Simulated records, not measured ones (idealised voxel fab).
process module | voxel wiring stack
cross-section cut | 285 nm wide | cells 5 nm
A cross-section is a grid of square cells, given in bands from the top down. A band is one or more rows of cells.
Each band's line starts with the height of the band's top and of its bottom, in nm. Then come its materials from left to right, each with its width in nm. One material with "throughout" fills the band from edge to edge. "air" is empty space.
Height 0 is the level under which the wafer as received is all one material. The lowest band goes on downwards, as in "0 down".
A width such as "30 to 40" changes by the same amount from each row of cells to the next, from the band's top row to its bottom row.
"no change" after a step means that no cell of the cross-section changed.
closed voids: empty space of 8 cells or more with no open way to the top, each as width x height at its distance from the left edge, in nm
after a step's settings: what the simulator itself notes on the step
overlay nm, on a step with a mask: how far to the right of its planned place the mask lay; to the left if negative
plan
1 op RECEIVE | material Si
2 op CONFORMAL_DEP | material SiO2 | thk nm 10
3 op CONFORMAL_DEP | material SiN | thk nm 5
4 op DIRECTIONAL_DEP | material lowk | thk nm 25
5 op MASKED_ETCH | tone open | mask id METAL_1 | width nm 25 | pitch nm 55 | etch materials lowk | depth nm 25 | overlay nm 0
6 op MASKED_ETCH | tone open | mask id METAL_1 | width nm 25 | pitch nm 55 | etch materials SiN | depth nm 5 | overlay nm 0
7 op CONFORMAL_DEP | material TiN | thk nm 5
8 op FILL_DEP | material Cu | thk nm 5
9 op CMP | height nm 40
10 op CONFORMAL_DEP | material SiCN | thk nm 5
11 op DIRECTIONAL_DEP | material SiO2 | thk nm 25
12 op DIRECTIONAL_DEP | material aC | thk nm 10
13 op PATTERN | tone open | mask id METAL_2_HOLES | material resist | width nm 15 | thk nm 30 | overlay nm 0
14 op DIRECTIONAL_ETCH | etch materials aC | depth nm 10
15 op STRIP | etch materials resist
16 op DIRECTIONAL_ETCH | etch materials SiO2 | depth nm 25
17 op STRIP | etch materials aC
18 op MASKED_ETCH | tone open | mask id METAL_2 | width nm 25 | pitch nm 55 | etch materials SiO2 | depth nm 15 | overlay nm 0
19 op MASKED_ETCH | tone open | mask id METAL_2 | width nm 25 | pitch nm 55 | etch materials SiCN | depth nm 5 | overlay nm 0
20 op CONFORMAL_DEP | material TiN | thk nm 5
21 op FILL_DEP | material Cu | thk nm 5
22 op CMP | height nm 70
23 op CONFORMAL_DEP | material SiCN | thk nm 5
24 op DIRECTIONAL_DEP | material SiO2 | thk nm 30
25 op MASKED_ETCH | tone open | mask id METAL_3 | width nm 25 | pitch nm 55 | etch materials SiO2 | depth nm 20 | overlay nm 0
26 op DIRECTIONAL_DEP | material aC | thk nm 10
27 op PATTERN | tone open | mask id METAL_3_HOLES | material resist | width nm 15 | pitch nm 55 | thk nm 25 | overlay nm 0
28 op DIRECTIONAL_ETCH | etch materials aC | depth nm 10
29 op STRIP | etch materials resist
30 op DIRECTIONAL_ETCH | etch materials SiO2 | depth nm 10
31 op DIRECTIONAL_ETCH | etch materials SiCN | depth nm 5
32 op STRIP | etch materials aC
33 op CONFORMAL_DEP | material TiN | thk nm 5
34 op FILL_DEP | material Cu | thk nm 5
35 op CMP | height nm 105
36 op CONFORMAL_DEP | material SiCN | thk nm 5
37 op DIRECTIONAL_DEP | material SiO2 | thk nm 25
38 op PATTERN | tone open | mask id METAL_4_HOLES | material resist | width nm 15 | pitch nm 55 | thk nm 20 | overlay nm 0
39 op DIRECTIONAL_ETCH | etch materials SiO2 | depth nm 25
40 op STRIP | etch materials resist
41 op PATTERN | tone open | mask id METAL_4 | material resist | width nm 25 | pitch nm 55 | thk nm 20 | overlay nm 0
42 op DIRECTIONAL_ETCH | etch materials SiO2 | depth nm 15
43 op DIRECTIONAL_ETCH | etch materials SiCN | depth nm 5
44 op STRIP | etch materials resist
45 op CONFORMAL_DEP | material TiN | thk nm 5
46 op FILL_DEP | material Cu | thk nm 10
47 op CMP | height nm 135
48 op CONFORMAL_DEP | material SiN | thk nm 5
as received, after step 1
  0 down: Si throughout
  closed voids: none
a wafer at the end: this start, this plan, one mistake
  140 to 135: SiN throughout
  135 to 125: SiO2 100 | TiN 5 | Cu 15 | TiN 5 | SiO2 30 | TiN 5 | Cu 15 | TiN 5 | SiO2 105
  125 to 120: SiO2 100 | TiN 5 | Cu 5 | TiN 15 | SiO2 30 | TiN 5 | Cu 5 | TiN 15 | SiO2 105
  120 to 110: SiO2 100 | TiN 5 | Cu 5 | TiN 5 | SiO2 40 | TiN 5 | Cu 5 | TiN 5 | SiO2 115
  110 to 105: SiCN 100 | TiN 15 | SiCN 40 | TiN 15 | SiCN 115
  105 to 90: SiO2 100 | TiN 5 | Cu 15 | TiN 5 | SiO2 30 | TiN 5 | Cu 15 | TiN 5 | SiO2 105
  90 to 80: SiO2 100 | TiN 5 | Cu 5 | TiN 15 to 5 | SiO2 30 to 40 | TiN 5 | Cu 5 | TiN 15 to 5 | SiO2 105 to 115
  80 to 75: SiO2 100 | TiN 15 | SiO2 40 | TiN 15 | SiO2 115
  75 to 70: TiN throughout
  70 to 60: SiO2 100 | TiN 5 | Cu 15 | TiN 5 | SiO2 30 | TiN 5 | Cu 15 | TiN 5 | SiO2 105
  60 to 55: SiO2 100 | TiN 5 | Cu 5 | TiN 15 | SiO2 30 | TiN 25 | SiO2 105
  55 to 45: SiO2 100 | TiN 5 | Cu 5 | TiN 5 | SiO2 170
  45 to 40: SiCN 100 | TiN 15 | SiCN 170
  40 to 15: lowk 100 | TiN 5 | Cu 15 | TiN 5 | lowk 30 | TiN 5 | Cu 15 | TiN 5 | lowk 105
  15 to 10: SiN 100 | TiN 25 | SiN 30 | TiN 25 | SiN 105
  10 to 0: SiO2 throughout
  0 down: Si throughout
  closed voids: none
what went wrong: step 23 ran as: op CONFORMAL_DEP | material TiN | thk nm 5
